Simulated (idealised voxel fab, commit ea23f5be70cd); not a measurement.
Presented below is a process module, voxel self aligned vias.
cross-section cut | 260 nm wide | cells 5 nm
When this document writes out a cross-section, it uses a grid of square cells and lists it as bands, beginning at the top and moving down, with a band standing for one or more rows of cells.
Band entry format. Leading values: height of top, height of bottom, nm. Remainder: materials in left-to-right order, each with its width in nm. Special words: "everywhere" on a single material, which then fills the band edge to edge; "empty", empty space.
A quick word on heights: they are counted from 0, and under that level the wafer as it came to us is one material throughout. The lowest band is different from the rest in having no bottom; it simply continues downward, written as in "0 nm and below".
Graded width ("30 to 40"): value in top row of band = first number; value in bottom row = second number; row-to-row change constant.
"no alterations made" -> step changed no cross-section cell.
For the entry "Voids lacking openings", the listed items are empty spaces with no open way to the top whose size is 8 cells or more; each item follows the pattern width x height at distance, where distance is from the left edge and all three are in nm.
Read whatever lies past the settings on a step's line as the simulator's own remark about the step.
overlay nm: right-of-plan distance of the mask on a masked step; negative values mean left-of-plan.

Process steps foreseen in the plan
1,RECEIVE, material Si
2,CONFORMAL_DEP, material SiO2, thk nm 10
3,CONFORMAL_DEP, material SiCN, thk nm 5
4,DIRECTIONAL_DEP, material lowk, thk nm 30
5,PATTERN, tone open, mask id LINES, material resist, width nm 20, pitch nm 50, thk nm 20, overlay nm 0
6,DIRECTIONAL_ETCH, etch materials lowk, depth nm 30
7,STRIP, etch materials resist
8,CONFORMAL_DEP, material TiN, thk nm 5
9,FILL_DEP, material W, thk nm 10
10,CMP, height nm 45
11,SELECTIVE_ETCH, etch materials W Ru TiN, depth nm 5
12,FILL_DEP, material SiN, thk nm 10
13,CMP, height nm 45
14,DIRECTIONAL_DEP, material lowk, thk nm 20
15,MASKED_ETCH, tone open, mask id VIAS, width nm 30, etch materials lowk, depth nm 20, overlay nm 0
16,MASKED_ETCH, tone open, mask id VIAS, width nm 30, etch materials SiN, depth nm 5, overlay nm 0
17,CONFORMAL_DEP, material TiN, thk nm 5
18,FILL_DEP, material Cu, thk nm 5
19,CMP, height nm 65
20,CONFORMAL_DEP, material SiCN, thk nm 5

First of two wafers: run as planned

Wafer cross-section on receipt, i.e. after step 1
* 0 nm and below: Si everywhere
* Voids lacking openings: none

Take a look at the wafer's cross-section after step 2
* 10 nm to 0 nm: SiO2 everywhere
* Nothing below the height 0 has changed.

Take a look at the wafer's cross-section after step 3
* 15 nm to 10 nm: SiCN everywhere
* Nothing below the height 10 has changed.

Take a look at the wafer's cross-section after step 4
* 45 nm to 15 nm: lowk everywhere
* Nothing below the height 15 has changed.

Take a look at the wafer's cross-section after step 5
* 65 nm to 45 nm: resist (95), then empty (20), then resist (30), then empty (20), then resist (95)
* Nothing below the height 45 has changed.

Take a look at the wafer's cross-section after step 6
* 65 nm to 45 nm: resist (95), then empty (20), then resist (30), then empty (20), then resist (95)
* 45 nm to 15 nm: lowk (95), then empty (20), then lowk (30), then empty (20), then lowk (95)
* Nothing below the height 15 has changed.

Take a look at the wafer's cross-section after step 7
* 45 nm to 15 nm: lowk (95), then empty (20), then lowk (30), then empty (20), then lowk (95)
* Nothing below the height 15 has changed.

Take a look at the wafer's cross-section after step 8
* 50 nm to 45 nm: TiN (100), then empty (10), then TiN (40), then empty (10), then TiN (100)
* 45 nm to 20 nm: lowk (95), then TiN (5), then empty (10), then TiN (5), then lowk (30), then TiN (5), then empty (10), then TiN (5), then lowk (95)
* 20 nm to 15 nm: lowk (95), then TiN (20), then lowk (30), then TiN (20), then lowk (95)
* Nothing below the height 15 has changed.

Take a look at the wafer's cross-section after step 9
* 60 nm to 50 nm: W everywhere
* 50 nm to 45 nm: TiN (100), then W (10), then TiN (40), then W (10), then TiN (100)
* 45 nm to 20 nm: lowk (95), then TiN (5), then W (10), then TiN (5), then lowk (30), then TiN (5), then W (10), then TiN (5), then lowk (95)
* Nothing below the height 20 has changed.

Take a look at the wafer's cross-section after step 10
* 45 nm to 20 nm: lowk (95), then TiN (5), then W (10), then TiN (5), then lowk (30), then TiN (5), then W (10), then TiN (5), then lowk (95)
* Nothing below the height 20 has changed.

Take a look at the wafer's cross-section after step 11
* 45 nm to 40 nm: lowk (95), then empty (20), then lowk (30), then empty (20), then lowk (95)
* Nothing below the height 40 has changed.

Take a look at the wafer's cross-section after step 12
* 55 nm to 45 nm: SiN everywhere
* 45 nm to 40 nm: lowk (95), then SiN (20), then lowk (30), then SiN (20), then lowk (95)
* Nothing below the height 40 has changed.

Take a look at the wafer's cross-section after step 13
* 45 nm to 40 nm: lowk (95), then SiN (20), then lowk (30), then SiN (20), then lowk (95)
* Nothing below the height 40 has changed.

Take a look at the wafer's cross-section after step 14
* 65 nm to 45 nm: lowk everywhere
* Nothing below the height 45 has changed.

Take a look at the wafer's cross-section after step 15
* 65 nm to 45 nm: lowk (90), then empty (30), then lowk (140)
* Nothing below the height 45 has changed.

Take a look at the wafer's cross-section after step 16
* 65 nm to 45 nm: lowk (90), then empty (30), then lowk (140)
* 45 nm to 40 nm: lowk (95), then empty (20), then lowk (30), then SiN (20), then lowk (95)
* Nothing below the height 40 has changed.

Take a look at the wafer's cross-section after step 17
* 70 nm to 65 nm: TiN (95), then empty (20), then TiN (145)
* 65 nm to 50 nm: lowk (90), then TiN (5), then empty (20), then TiN (5), then lowk (140)
* 50 nm to 45 nm: lowk (90), then TiN (10), then empty (10), then TiN (10), then lowk (140)
* 45 nm to 40 nm: lowk (95), then TiN (20), then lowk (30), then SiN (20), then lowk (95)
* Nothing below the height 40 has changed.

Take a look at the wafer's cross-section after step 18
* 75 nm to 70 nm: Cu everywhere
* 70 nm to 65 nm: TiN (95), then Cu (20), then TiN (145)
* 65 nm to 50 nm: lowk (90), then TiN (5), then Cu (20), then TiN (5), then lowk (140)
* 50 nm to 45 nm: lowk (90), then TiN (10), then Cu (10), then TiN (10), then lowk (140)
* Nothing below the height 45 has changed.

Take a look at the wafer's cross-section after step 19
* 65 nm to 50 nm: lowk (90), then TiN (5), then Cu (20), then TiN (5), then lowk (140)
* Nothing below the height 50 has changed.

Take a look at the wafer's cross-section after step 20
* 70 nm to 65 nm: SiCN everywhere
* Nothing below the height 65 has changed.

Second Wafer (Identical Start and Plan, One Processing Error; Matches First Wafer Through Step 14)

Second wafer cross-section, taken as of the time the plan sets for step 15 to be done
* 65 nm to 45 nm: lowk (95), then empty (30), then lowk (135)
* Nothing below the height 45 has changed.

Second wafer cross-section, taken as of the time the plan sets for step 16 to be done
* 65 nm to 45 nm: lowk (95), then empty (30), then lowk (135)
* 45 nm to 40 nm: lowk (95), then empty (20), then lowk (30), then SiN (20), then lowk (95)
* Nothing below the height 40 has changed.

Second wafer cross-section, taken as of the time the plan sets for step 17 to be done
* 70 nm to 65 nm: TiN (100), then empty (20), then TiN (140)
* 65 nm to 50 nm: lowk (95), then TiN (5), then empty (20), then TiN (5), then lowk (135)
* 50 nm to 45 nm: lowk (95), then TiN (5), then empty (10), then TiN (15), then lowk (135)
* 45 nm to 40 nm: lowk (95), then TiN (20), then lowk (30), then SiN (20), then lowk (95)
* Nothing below the height 40 has changed.

Second wafer cross-section, taken as of the time the plan sets for step 18 to be done
* 75 nm to 70 nm: Cu everywhere
* 70 nm to 65 nm: TiN (100), then Cu (20), then TiN (140)
* 65 nm to 50 nm: lowk (95), then TiN (5), then Cu (20), then TiN (5), then lowk (135)
* 50 nm to 45 nm: lowk (95), then TiN (5), then Cu (10), then TiN (15), then lowk (135)
* Nothing below the height 45 has changed.

Second wafer cross-section, taken as of the time the plan sets for step 19 to be done
* 65 nm to 50 nm: lowk (95), then TiN (5), then Cu (20), then TiN (5), then lowk (135)
* Nothing below the height 50 has changed.

Second wafer cross-section, taken as of the time the plan sets for step 20 to be done
* 70 nm to 65 nm: SiCN everywhere
* Nothing below the height 65 has changed.
What broke from the plan during processing? not per plan at step 15, really ran MASKED_ETCH, tone open, mask id VIAS, width nm 30, etch materials lowk, depth nm 20, overlay nm 5
Cell counts per material: same on both final wafers. Positions: different.
